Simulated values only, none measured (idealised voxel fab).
Module name: voxel wiring stack (process module)
Cross-section cut spans 205 nm and uses square cells 5 nm in size.
In this document a cross-section is written as a grid of square cells. It is given as a series of bands, listed from the top down, and a band is one or more rows of cells.
In this notation a band is specified by the heights of its top and bottom, in that order and in nm, after which its materials appear from left to right, each paired with its width in nm. The word "all across" attached to a single material means that material fills the band from edge to edge; the word "empty" stands for empty space.
Heights from 0 (as-received wafer is one material below). Bottom band endless downward, as "0 -> down".
When a width is written as two numbers, as in "30->40", the first number is the width in the top row of cells of the band and the second is the width in its bottom row, and the width changes by the same amount from each row to the next.
Take "same as before" at face value: in the step it is given for, the cross-section changed in none of its cells.
"Voids, enclosed" lists enclosed empty spaces (at least 8 cells, no open path upward to the top), each as width x height at distance from the left edge, in nm.
Post-settings text on a step line: simulator's own remark regarding the step.
"overlay nm" on a masked step: distance the mask lay right of its planned place, negative for left.
Every pair from here on: before one process step, after it. The after cross-section reaches only to the lowest band that changed. Below the pair: the step in between and its settings. Pairs can belong to different runs of this module on the same starting wafer; a pair carries on from the pair above only if the entry headed "State on entry" says so.
## State on entry
* 150 -> 115 | 60 nm resist | 30 nm empty | 20 nm resist | 30 nm empty | 65 nm resist
* 115 -> 100 | 60 nm aC | 15 nm empty | 35 nm aC | 15 nm empty | 80 nm aC
* 100 -> 90 | 60 nm SiO2 | 15 nm empty | 35 nm SiO2 | 15 nm empty | 80 nm SiO2
* 90 -> 75 | 60 nm SiO2 | 15 nm aC | 35 nm SiO2 | 15 nm aC | 80 nm SiO2
* 75 -> 70 | SiCN all across
* 70 -> 60 | 60 nm lowk | 5 nm TiN | 20 nm Ru | 5 nm TiN | 20 nm lowk | 5 nm TiN | 20 nm Ru | 5 nm TiN | 65 nm lowk
* 60 -> 55 | 60 nm lowk | 5 nm TiN | 5 nm Ru | 20 nm TiN | 20 nm lowk | 5 nm TiN | 5 nm Ru | 20 nm TiN | 65 nm lowk
* 55 -> 40 | 60 nm lowk | 5 nm TiN | 5 nm Ru | 5 nm TiN | 35 nm lowk | 5 nm TiN | 5 nm Ru | 5 nm TiN | 80 nm lowk
* 40 -> 35 | 60 nm SiCN | 15 nm TiN | 35 nm SiCN | 15 nm TiN | 80 nm SiCN
* 35 -> 15 | 60 nm Ru | 30 nm W | 20 nm Ru | 30 nm W | 65 nm Ru
* 15 -> 10 | 60 nm Ru | 30 nm TiN | 20 nm Ru | 30 nm TiN | 65 nm Ru
* 10 -> 0 | SiO2 all across
* 0 -> down | Si all across
* Voids, enclosed: none
## Cut View, Post-Step
* 135 -> 115 | 60 nm resist | 30 nm empty | 20 nm resist | 30 nm empty | 65 nm resist
* 115 -> 100 | 60 nm aC | 30 nm empty | 20 nm aC | 30 nm empty | 65 nm aC
* 100 -> 75 | 60 nm SiO2 | 15 nm empty | 35 nm SiO2 | 15 nm empty | 80 nm SiO2
* Under 75: no change, same as before.
* Voids, enclosed: none
Here is the step that sits between the two cross-sections above: DIRECTIONAL_ETCH: etch materials aC, depth nm 15
State on entry: look at the pair above, its after cross-section is where this step starts.
## Cut View, Post-Step
* 115 -> 100 | 60 nm aC | 30 nm empty | 20 nm aC | 30 nm empty | 65 nm aC
* Under 100: no change, same as before.
* Voids, enclosed: none
Here is the step that sits between the two cross-sections above: STRIP: etch materials resist
State on entry: look at the pair above, its after cross-section is where this step starts.
## Cut View, Post-Step
* 115 -> 100 | 60 nm aC | 30 nm empty | 20 nm aC | 30 nm empty | 65 nm aC
* 100 -> 85 | 60 nm SiO2 | 30 nm empty | 20 nm SiO2 | 30 nm empty | 65 nm SiO2
* Under 85: no change, same as before.
* Voids, enclosed: none
Here is the step that sits between the two cross-sections above: DIRECTIONAL_ETCH: etch materials SiO2, depth nm 15
State on entry: look at the pair above, its after cross-section is where this step starts.
## Cut View, Post-Step
* 115 -> 100 | 60 nm aC | 30 nm empty | 20 nm aC | 30 nm empty | 65 nm aC
* 100 -> 85 | 60 nm SiO2 | 30 nm empty | 20 nm SiO2 | 30 nm empty | 65 nm SiO2
* 85 -> 75 | 60 nm SiO2 | 15 nm empty | 35 nm SiO2 | 15 nm empty | 80 nm SiO2
* 75 -> 70 | 60 nm SiCN | 15 nm empty | 35 nm SiCN | 15 nm empty | 80 nm SiCN
* Under 70: no change, same as before.
* Voids, enclosed: none
Here is the step that sits between the two cross-sections above: DIRECTIONAL_ETCH: etch materials SiCN, depth nm 5
State on entry: look at the pair above, its after cross-section is where this step starts.
## Cut View, Post-Step
* 100 -> 85 | 60 nm SiO2 | 30 nm empty | 20 nm SiO2 | 30 nm empty | 65 nm SiO2
* Under 85: no change, same as before.
* Voids, enclosed: none
Here is the step that sits between the two cross-sections above: STRIP: etch materials aC
State on entry: look at the pair above, its after cross-section is where this step starts.
## Cut View, Post-Step
* 105 -> 100 | 65 nm TiN | 20 nm empty | 30 nm TiN | 20 nm empty | 70 nm TiN
* 100 -> 90 | 60 nm SiO2 | 5 nm TiN | 20 nm empty | 5 nm TiN | 20 nm SiO2 | 5 nm TiN | 20 nm empty | 5 nm TiN | 65 nm SiO2
* 90 -> 85 | 60 nm SiO2 | 5 nm TiN | 5 nm empty | 20 nm TiN | 20 nm SiO2 | 5 nm TiN | 5 nm empty | 20 nm TiN | 65 nm SiO2
* 85 -> 75 | 60 nm SiO2 | 5 nm TiN | 5 nm empty | 5 nm TiN | 35 nm SiO2 | 5 nm TiN | 5 nm empty | 5 nm TiN | 80 nm SiO2
* 75 -> 70 | 60 nm SiCN | 15 nm TiN | 35 nm SiCN | 15 nm TiN | 80 nm SiCN
* Under 70: no change, same as before.
* Voids, enclosed: none
Here is the step that sits between the two cross-sections above: CONFORMAL_DEP: material TiN, thk nm 5
State on entry: look at the pair above, its after cross-section is where this step starts.
## Cut View, Post-Step
* 115 -> 105 | Cu all across
* 105 -> 100 | 65 nm TiN | 20 nm Cu | 30 nm TiN | 20 nm Cu | 70 nm TiN
* 100 -> 90 | 60 nm SiO2 | 5 nm TiN | 20 nm Cu | 5 nm TiN | 20 nm SiO2 | 5 nm TiN | 20 nm Cu | 5 nm TiN | 65 nm SiO2
* 90 -> 85 | 60 nm SiO2 | 5 nm TiN | 5 nm Cu | 20 nm TiN | 20 nm SiO2 | 5 nm TiN | 5 nm Cu | 20 nm TiN | 65 nm SiO2
* 85 -> 75 | 60 nm SiO2 | 5 nm TiN | 5 nm Cu | 5 nm TiN | 35 nm SiO2 | 5 nm TiN | 5 nm Cu | 5 nm TiN | 80 nm SiO2
* Under 75: no change, same as before.
* Voids, enclosed: none
Here is the step that sits between the two cross-sections above: FILL_DEP: material Cu, thk nm 10
State on entry: look at the pair above, its after cross-section is where this step starts.
## Cut View, Post-Step
* 100 -> 90 | 60 nm SiO2 | 5 nm TiN | 20 nm Cu | 5 nm TiN | 20 nm SiO2 | 5 nm TiN | 20 nm Cu | 5 nm TiN | 65 nm SiO2
* Under 90: no change, same as before.
* Voids, enclosed: none
Here is the step that sits between the two cross-sections above: CMP: height nm 100
State on entry: look at the pair above, its after cross-section is where this step starts.
## Cut View, Post-Step
* 105 -> 100 | SiCN all across
* Under 100: no change, same as before.
* Voids, enclosed: none
Here is the step that sits between the two cross-sections above: CONFORMAL_DEP: material SiCN, thk nm 5
State on entry: look at the pair above, its after cross-section is where this step starts.
## Cut View, Post-Step
* 140 -> 105 | lowk all across
* Under 105: no change, same as before.
* Voids, enclosed: none
Here is the step that sits between the two cross-sections above: DIRECTIONAL_DEP: material lowk, thk nm 35
State on entry: look at the pair above, its after cross-section is where this step starts.
## Cut View, Post-Step
* 155 -> 140 | aC all across
* Under 140: no change, same as before.
* Voids, enclosed: none
Here is the step that sits between the two cross-sections above: DIRECTIONAL_DEP: material aC, thk nm 15
State on entry: look at the pair above, its after cross-section is where this step starts.
## Cut View, Post-Step
* 185 -> 155 | 60 nm resist | 30 nm empty | 20 nm resist | 30 nm empty | 65 nm resist
* Under 155: no change, same as before.
* Voids, enclosed: none
Here is the step that sits between the two cross-sections above: PATTERN: tone open, mask id METAL_4, material resist, width nm 30, pitch nm 50, thk nm 30, overlay nm 0
State on entry: look at the pair above, its after cross-section is where this step starts.
## Cut View, Post-Step
* 170 -> 155 | 60 nm resist | 30 nm empty | 20 nm resist | 30 nm empty | 65 nm resist
* 155 -> 140 | 60 nm aC | 30 nm empty | 20 nm aC | 30 nm empty | 65 nm aC
* Under 140: no change, same as before.
* Voids, enclosed: none
Here is the step that sits between the two cross-sections above: DIRECTIONAL_ETCH: etch materials aC, depth nm 15
State on entry: look at the pair above, its after cross-section is where this step starts.
## Cut View, Post-Step
* 155 -> 140 | 60 nm aC | 30 nm empty | 20 nm aC | 30 nm empty | 65 nm aC
* Under 140: no change, same as before.
* Voids, enclosed: none
Here is the step that sits between the two cross-sections above: STRIP: etch materials resist
State on entry: look at the pair above, its after cross-section is where this step starts.
## Cut View, Post-Step
* 155 -> 140 | 60 nm aC | 30 nm empty | 20 nm aC | 30 nm empty | 65 nm aC
* 140 -> 120 | 60 nm lowk | 30 nm empty | 20 nm lowk | 30 nm empty | 65 nm lowk
* Under 120: no change, same as before.
* Voids, enclosed: none
Here is the step that sits between the two cross-sections above: DIRECTIONAL_ETCH: etch materials lowk, depth nm 20
State on entry: look at the pair above, its after cross-section is where this step starts.
## Cut View, Post-Step
* 140 -> 120 | 60 nm lowk | 30 nm empty | 20 nm lowk | 30 nm empty | 65 nm lowk
* Under 120: no change, same as before.
* Voids, enclosed: none
Here is the step that sits between the two cross-sections above: STRIP: etch materials aC
State on entry: look at the pair above, its after cross-section is where this step starts.
## Cut View, Post-Step
* 160 -> 140 | 60 nm resist | 15 nm empty | 35 nm resist | 15 nm empty | 80 nm resist
* 140 -> 120 | 60 nm lowk | 15 nm empty | 15 nm resist | 20 nm lowk | 15 nm empty | 15 nm resist | 65 nm lowk
* Under 120: no change, same as before.
* Voids, enclosed: none
Here is the step that sits between the two cross-sections above: PATTERN: tone open, mask id METAL_4_HOLES, material resist, width nm 15, pitch nm 50, thk nm 20, overlay nm 0
State on entry: look at the pair above, its after cross-section is where this step starts.
## Cut View, Post-Step
* 160 -> 140 | 60 nm resist | 15 nm empty | 35 nm resist | 15 nm empty | 80 nm resist
* 140 -> 120 | 60 nm lowk | 15 nm empty | 15 nm resist | 20 nm lowk | 15 nm empty | 15 nm resist | 65 nm lowk
* 120 -> 105 | 60 nm lowk | 15 nm empty | 35 nm lowk | 15 nm empty | 80 nm lowk
* Under 105: no change, same as before.
* Voids, enclosed: none
Here is the step that sits between the two cross-sections above: DIRECTIONAL_ETCH: etch materials lowk, depth nm 15
State on entry: look at the pair above, its after cross-section is where this step starts.
## Cut View, Post-Step
* 160 -> 140 | 60 nm resist | 15 nm empty | 35 nm resist | 15 nm empty | 80 nm resist
* 140 -> 120 | 60 nm lowk | 15 nm empty | 15 nm resist | 20 nm lowk | 15 nm empty | 15 nm resist | 65 nm lowk
* 120 -> 105 | 60 nm lowk | 15 nm empty | 35 nm lowk | 15 nm empty | 80 nm lowk
* 105 -> 100 | 60 nm SiCN | 15 nm empty | 35 nm SiCN | 15 nm empty | 80 nm SiCN
* Under 100: no change, same as before.
* Voids, enclosed: none
Here is the step that sits between the two cross-sections above: DIRECTIONAL_ETCH: etch materials SiCN, depth nm 5
State on entry: look at the pair above, its after cross-section is where this step starts.
## Cut View, Post-Step
* 140 -> 120 | 60 nm lowk | 30 nm empty | 20 nm lowk | 30 nm empty | 65 nm lowk
* Under 120: no change, same as before.
* Voids, enclosed: none
Here is the step that sits between the two cross-sections above: STRIP: etch materials resist
State on entry: look at the pair above, its after cross-section is where this step starts.
## Cut View, Post-Step
* 145 -> 140 | 65 nm TiN | 20 nm empty | 30 nm TiN | 20 nm empty | 70 nm TiN
* 140 -> 125 | 60 nm lowk | 5 nm TiN | 20 nm empty | 5 nm TiN | 20 nm lowk | 5 nm TiN | 20 nm empty | 5 nm TiN | 65 nm lowk
* 125 -> 120 | 60 nm lowk | 5 nm TiN | 5 nm empty | 20 nm TiN | 20 nm lowk | 5 nm TiN | 5 nm empty | 20 nm TiN | 65 nm lowk
* 120 -> 105 | 60 nm lowk | 5 nm TiN | 5 nm empty | 5 nm TiN | 35 nm lowk | 5 nm TiN | 5 nm empty | 5 nm TiN | 80 nm lowk
* 105 -> 100 | 60 nm SiCN | 15 nm TiN | 35 nm SiCN | 15 nm TiN | 80 nm SiCN
* Under 100: no change, same as before.
* Voids, enclosed: none
Here is the step that sits between the two cross-sections above: CONFORMAL_DEP: material TiN, thk nm 5
State on entry: look at the pair above, its after cross-section is where this step starts.
## Cut View, Post-Step
* 150 -> 145 | Ru all across
* 145 -> 140 | 65 nm TiN | 20 nm Ru | 30 nm TiN | 20 nm Ru | 70 nm TiN
* 140 -> 125 | 60 nm lowk | 5 nm TiN | 20 nm Ru | 5 nm TiN | 20 nm lowk | 5 nm TiN | 20 nm Ru | 5 nm TiN | 65 nm lowk
* 125 -> 120 | 60 nm lowk | 5 nm TiN | 5 nm Ru | 20 nm TiN | 20 nm lowk | 5 nm TiN | 5 nm Ru | 20 nm TiN | 65 nm lowk
* 120 -> 105 | 60 nm lowk | 5 nm TiN | 5 nm Ru | 5 nm TiN | 35 nm lowk | 5 nm TiN | 5 nm Ru | 5 nm TiN | 80 nm lowk
* Under 105: no change, same as before.
* Voids, enclosed: none
Here is the step that sits between the two cross-sections above: FILL_DEP: material Ru, thk nm 5
State on entry: look at the pair above, its after cross-section is where this step starts.
## Cut View, Post-Step
* 140 -> 125 | 60 nm lowk | 5 nm TiN | 20 nm Ru | 5 nm TiN | 20 nm lowk | 5 nm TiN | 20 nm Ru | 5 nm TiN | 65 nm lowk
* Under 125: no change, same as before.
* Voids, enclosed: none
Here is the step that sits between the two cross-sections above: CMP: height nm 140
State on entry: look at the pair above, its after cross-section is where this step starts.
## Cut View, Post-Step
* 145 -> 140 | SiCN all across
* Under 140: no change, same as before.
* Voids, enclosed: none
Here is the step that sits between the two cross-sections above: CONFORMAL_DEP: material SiCN, thk nm 5
## State on entry
* 115 -> 100 | 60 nm aC | 15 nm empty | 35 nm aC | 15 nm empty | 80 nm aC
* 100 -> 90 | 60 nm SiO2 | 15 nm empty | 35 nm SiO2 | 15 nm empty | 80 nm SiO2
* 90 -> 75 | 60 nm SiO2 | 15 nm aC | 35 nm SiO2 | 15 nm aC | 80 nm SiO2
* 75 -> 70 | SiCN all across
* 70 -> 60 | 60 nm lowk | 5 nm TiN | 20 nm Ru | 5 nm TiN | 20 nm lowk | 5 nm TiN | 20 nm Ru | 5 nm TiN | 65 nm lowk
* 60 -> 55 | 60 nm lowk | 5 nm TiN | 5 nm Ru | 20 nm TiN | 20 nm lowk | 5 nm TiN | 5 nm Ru | 20 nm TiN | 65 nm lowk
* 55 -> 40 | 60 nm lowk | 5 nm TiN | 5 nm Ru | 5 nm TiN | 35 nm lowk | 5 nm TiN | 5 nm Ru | 5 nm TiN | 80 nm lowk
* 40 -> 35 | 60 nm SiCN | 15 nm TiN | 35 nm SiCN | 15 nm TiN | 80 nm SiCN
* 35 -> 15 | 60 nm SiO2 | 30 nm W | 20 nm SiO2 | 30 nm W | 65 nm SiO2
* 15 -> 10 | 60 nm SiO2 | 30 nm TiN | 20 nm SiO2 | 30 nm TiN | 65 nm SiO2
* 10 -> 0 | SiO2 all across
* 0 -> down | Si all across
* Voids, enclosed: none
## Cut View, Post-Step
* 150 -> 115 | 60 nm empty | 30 nm resist | 20 nm empty | 30 nm resist | 65 nm empty
* 115 -> 100 | 60 nm aC | 15 nm resist | 35 nm aC | 15 nm resist | 80 nm aC
* 100 -> 90 | 60 nm SiO2 | 15 nm resist | 35 nm SiO2 | 15 nm resist | 80 nm SiO2
* Under 90: no change, same as before.
* Voids, enclosed: none
Here is the step that sits between the two cross-sections above: PATTERN: tone cover, mask id METAL_3, material resist, width nm 30, pitch nm 50, thk nm 35, overlay nm 0
State on entry: look at the pair above, its after cross-section is where this step starts.
## Cut View, Post-Step
* 135 -> 115 | 60 nm empty | 30 nm resist | 20 nm empty | 30 nm resist | 65 nm empty
* 115 -> 100 | 60 nm empty | 15 nm resist | 15 nm aC | 20 nm empty | 15 nm resist | 15 nm aC | 65 nm empty
* Under 100: no change, same as before.
* Voids, enclosed: none
Here is the step that sits between the two cross-sections above: DIRECTIONAL_ETCH: etch materials aC, depth nm 15
State on entry: look at the pair above, its after cross-section is where this step starts.
## Cut View, Post-Step
* 115 -> 100 | 75 nm empty | 15 nm aC | 35 nm empty | 15 nm aC | 65 nm empty
* 100 -> 90 | 60 nm SiO2 | 15 nm empty | 35 nm SiO2 | 15 nm empty | 80 nm SiO2
* Under 90: no change, same as before.
* Voids, enclosed: none
Here is the step that sits between the two cross-sections above: STRIP: etch materials resist
State on entry: look at the pair above, its after cross-section is where this step starts.
## Cut View, Post-Step
* 115 -> 100 | 75 nm empty | 15 nm aC | 35 nm empty | 15 nm aC | 65 nm empty
* 100 -> 90 | 75 nm empty | 15 nm SiO2 | 35 nm empty | 15 nm SiO2 | 65 nm empty
* 90 -> 85 | 60 nm empty | 15 nm aC | 15 nm SiO2 | 20 nm empty | 15 nm aC | 15 nm SiO2 | 65 nm empty
* Under 85: no change, same as before.
* Voids, enclosed: none
Here is the step that sits between the two cross-sections above: DIRECTIONAL_ETCH: etch materials SiO2, depth nm 15
State on entry: look at the pair above, its after cross-section is where this step starts.
## Cut View, Post-Step
* 100 -> 85 | 75 nm empty | 15 nm SiO2 | 35 nm empty | 15 nm SiO2 | 65 nm empty
* 85 -> 75 | 60 nm SiO2 | 15 nm empty | 35 nm SiO2 | 15 nm empty | 80 nm SiO2
* Under 75: no change, same as before.
* Voids, enclosed: none
Here is the step that sits between the two cross-sections above: STRIP: etch materials aC
State on entry: look at the pair above, its after cross-section is where this step starts.
## Cut View, Post-Step
* 105 -> 100 | 70 nm empty | 25 nm TiN | 25 nm empty | 25 nm TiN | 60 nm empty
* 100 -> 90 | 70 nm empty | 5 nm TiN | 15 nm SiO2 | 5 nm TiN | 25 nm empty | 5 nm TiN | 15 nm SiO2 | 5 nm TiN | 60 nm empty
* 90 -> 85 | 65 nm TiN | 5 nm empty | 5 nm TiN | 15 nm SiO2 | 25 nm TiN | 5 nm empty | 5 nm TiN | 15 nm SiO2 | 65 nm TiN
* 85 -> 80 | 60 nm SiO2 | 5 nm TiN | 5 nm empty | 5 nm TiN | 35 nm SiO2 | 5 nm TiN | 5 nm empty | 5 nm TiN | 80 nm SiO2
* 80 -> 75 | 60 nm SiO2 | 15 nm TiN | 35 nm SiO2 | 15 nm TiN | 80 nm SiO2
* Under 75: no change, same as before.
* Voids, enclosed: none
Here is the step that sits between the two cross-sections above: CONFORMAL_DEP: material TiN, thk nm 5
State on entry: look at the pair above, its after cross-section is where this step starts.
## Cut View, Post-Step
* 115 -> 105 | Cu all across
* 105 -> 100 | 70 nm Cu | 25 nm TiN | 25 nm Cu | 25 nm TiN | 60 nm Cu
* 100 -> 90 | 70 nm Cu | 5 nm TiN | 15 nm SiO2 | 5 nm TiN | 25 nm Cu | 5 nm TiN | 15 nm SiO2 | 5 nm TiN | 60 nm Cu
* 90 -> 85 | 65 nm TiN | 5 nm Cu | 5 nm TiN | 15 nm SiO2 | 25 nm TiN | 5 nm Cu | 5 nm TiN | 15 nm SiO2 | 65 nm TiN
* 85 -> 80 | 60 nm SiO2 | 5 nm TiN | 5 nm Cu | 5 nm TiN | 35 nm SiO2 | 5 nm TiN | 5 nm Cu | 5 nm TiN | 80 nm SiO2
* Under 80: no change, same as before.
* Voids, enclosed: none
Here is the step that sits between the two cross-sections above: FILL_DEP: material Cu, thk nm 10
State on entry: look at the pair above, its after cross-section is where this step starts.
## Cut View, Post-Step
* 100 -> 90 | 70 nm Cu | 5 nm TiN | 15 nm SiO2 | 5 nm TiN | 25 nm Cu | 5 nm TiN | 15 nm SiO2 | 5 nm TiN | 60 nm Cu
* Under 90: no change, same as before.
* Voids, enclosed: none
Here is the step that sits between the two cross-sections above: CMP: height nm 100
State on entry: look at the pair above, its after cross-section is where this step starts.
## Cut View, Post-Step
* 105 -> 100 | SiCN all across
* Under 100: no change, same as before.
* Voids, enclosed: none
Here is the step that sits between the two cross-sections above: CONFORMAL_DEP: material SiCN, thk nm 5
State on entry: look at the pair above, its after cross-section is where this step starts.
## Cut View, Post-Step
* 140 -> 105 | lowk all across
* Under 105: no change, same as before.
* Voids, enclosed: none
Here is the step that sits between the two cross-sections above: DIRECTIONAL_DEP: material lowk, thk nm 35
State on entry: look at the pair above, its after cross-section is where this step starts.
## Cut View, Post-Step
* 155 -> 140 | aC all across
* Under 140: no change, same as before.
* Voids, enclosed: none
Here is the step that sits between the two cross-sections above: DIRECTIONAL_DEP: material aC, thk nm 15
State on entry: look at the pair above, its after cross-section is where this step starts.
## Cut View, Post-Step
* 185 -> 155 | 60 nm resist | 30 nm empty | 20 nm resist | 30 nm empty | 65 nm resist
* Under 155: no change, same as before.
* Voids, enclosed: none
Here is the step that sits between the two cross-sections above: PATTERN: tone open, mask id METAL_4, material resist, width nm 30, pitch nm 50, thk nm 30, overlay nm 0
State on entry: look at the pair above, its after cross-section is where this step starts.
## Cut View, Post-Step
* 170 -> 155 | 60 nm resist | 30 nm empty | 20 nm resist | 30 nm empty | 65 nm resist
* 155 -> 140 | 60 nm aC | 30 nm empty | 20 nm aC | 30 nm empty | 65 nm aC
* Under 140: no change, same as before.
* Voids, enclosed: none
Here is the step that sits between the two cross-sections above: DIRECTIONAL_ETCH: etch materials aC, depth nm 15
State on entry: look at the pair above, its after cross-section is where this step starts.
## Cut View, Post-Step
* 155 -> 140 | 60 nm aC | 30 nm empty | 20 nm aC | 30 nm empty | 65 nm aC
* Under 140: no change, same as before.
* Voids, enclosed: none
Here is the step that sits between the two cross-sections above: STRIP: etch materials resist
State on entry: look at the pair above, its after cross-section is where this step starts.
## Cut View, Post-Step
* 155 -> 140 | 60 nm aC | 30 nm empty | 20 nm aC | 30 nm empty | 65 nm aC
* 140 -> 120 | 60 nm lowk | 30 nm empty | 20 nm lowk | 30 nm empty | 65 nm lowk
* Under 120: no change, same as before.
* Voids, enclosed: none
Here is the step that sits between the two cross-sections above: DIRECTIONAL_ETCH: etch materials lowk, depth nm 20
State on entry: look at the pair above, its after cross-section is where this step starts.
## Cut View, Post-Step
* 140 -> 120 | 60 nm lowk | 30 nm empty | 20 nm lowk | 30 nm empty | 65 nm lowk
* Under 120: no change, same as before.
* Voids, enclosed: none
Here is the step that sits between the two cross-sections above: STRIP: etch materials aC
State on entry: look at the pair above, its after cross-section is where this step starts.
## Cut View, Post-Step
* 160 -> 140 | 60 nm resist | 15 nm empty | 35 nm resist | 15 nm empty | 80 nm resist
* 140 -> 120 | 60 nm lowk | 15 nm empty | 15 nm resist | 20 nm lowk | 15 nm empty | 15 nm resist | 65 nm lowk
* Under 120: no change, same as before.
* Voids, enclosed: none
Here is the step that sits between the two cross-sections above: PATTERN: tone open, mask id METAL_4_HOLES, material resist, width nm 15, pitch nm 50, thk nm 20, overlay nm 0
State on entry: look at the pair above, its after cross-section is where this step starts.
## Cut View, Post-Step
* 160 -> 140 | 60 nm resist | 15 nm empty | 35 nm resist | 15 nm empty | 80 nm resist
* 140 -> 120 | 60 nm lowk | 15 nm empty | 15 nm resist | 20 nm lowk | 15 nm empty | 15 nm resist | 65 nm lowk
* 120 -> 105 | 60 nm lowk | 15 nm empty | 35 nm lowk | 15 nm empty | 80 nm lowk
* Under 105: no change, same as before.
* Voids, enclosed: none
Here is the step that sits between the two cross-sections above: DIRECTIONAL_ETCH: etch materials lowk, depth nm 15
State on entry: look at the pair above, its after cross-section is where this step starts.
## Cut View, Post-Step
* 160 -> 140 | 60 nm resist | 15 nm empty | 35 nm resist | 15 nm empty | 80 nm resist
* 140 -> 120 | 60 nm lowk | 15 nm empty | 15 nm resist | 20 nm lowk | 15 nm empty | 15 nm resist | 65 nm lowk
* 120 -> 105 | 60 nm lowk | 15 nm empty | 35 nm lowk | 15 nm empty | 80 nm lowk
* 105 -> 100 | 60 nm SiCN | 15 nm empty | 35 nm SiCN | 15 nm empty | 80 nm SiCN
* Under 100: no change, same as before.
* Voids, enclosed: none
Here is the step that sits between the two cross-sections above: DIRECTIONAL_ETCH: etch materials SiCN, depth nm 5
State on entry: look at the pair above, its after cross-section is where this step starts.
## Cut View, Post-Step
* 140 -> 120 | 60 nm lowk | 30 nm empty | 20 nm lowk | 30 nm empty | 65 nm lowk
* Under 120: no change, same as before.
* Voids, enclosed: none
Here is the step that sits between the two cross-sections above: STRIP: etch materials resist
State on entry: look at the pair above, its after cross-section is where this step starts.
## Cut View, Post-Step
* 145 -> 140 | 65 nm TiN | 20 nm empty | 30 nm TiN | 20 nm empty | 70 nm TiN
* 140 -> 125 | 60 nm lowk | 5 nm TiN | 20 nm empty | 5 nm TiN | 20 nm lowk | 5 nm TiN | 20 nm empty | 5 nm TiN | 65 nm lowk
* 125 -> 120 | 60 nm lowk | 5 nm TiN | 5 nm empty | 20 nm TiN | 20 nm lowk | 5 nm TiN | 5 nm empty | 20 nm TiN | 65 nm lowk
* 120 -> 105 | 60 nm lowk | 5 nm TiN | 5 nm empty | 5 nm TiN | 35 nm lowk | 5 nm TiN | 5 nm empty | 5 nm TiN | 80 nm lowk
* 105 -> 100 | 60 nm SiCN | 15 nm TiN | 35 nm SiCN | 15 nm TiN | 80 nm SiCN
* Under 100: no change, same as before.
* Voids, enclosed: none
Here is the step that sits between the two cross-sections above: CONFORMAL_DEP: material TiN, thk nm 5
State on entry: look at the pair above, its after cross-section is where this step starts.
## Cut View, Post-Step
* 150 -> 145 | Ru all across
* 145 -> 140 | 65 nm TiN | 20 nm Ru | 30 nm TiN | 20 nm Ru | 70 nm TiN
* 140 -> 125 | 60 nm lowk | 5 nm TiN | 20 nm Ru | 5 nm TiN | 20 nm lowk | 5 nm TiN | 20 nm Ru | 5 nm TiN | 65 nm lowk
* 125 -> 120 | 60 nm lowk | 5 nm TiN | 5 nm Ru | 20 nm TiN | 20 nm lowk | 5 nm TiN | 5 nm Ru | 20 nm TiN | 65 nm lowk
* 120 -> 105 | 60 nm lowk | 5 nm TiN | 5 nm Ru | 5 nm TiN | 35 nm lowk | 5 nm TiN | 5 nm Ru | 5 nm TiN | 80 nm lowk
* Under 105: no change, same as before.
* Voids, enclosed: none
Here is the step that sits between the two cross-sections above: FILL_DEP: material Ru, thk nm 5
State on entry: look at the pair above, its after cross-section is where this step starts.
## Cut View, Post-Step
* 140 -> 125 | 60 nm lowk | 5 nm TiN | 20 nm Ru | 5 nm TiN | 20 nm lowk | 5 nm TiN | 20 nm Ru | 5 nm TiN | 65 nm lowk
* Under 125: no change, same as before.
* Voids, enclosed: none
Here is the step that sits between the two cross-sections above: CMP: height nm 140
State on entry: look at the pair above, its after cross-section is where this step starts.
## Cut View, Post-Step
* 145 -> 140 | SiCN all across
* Under 140: no change, same as before.
* Voids, enclosed: none
Here is the step that sits between the two cross-sections above: CONFORMAL_DEP: material SiCN, thk nm 5
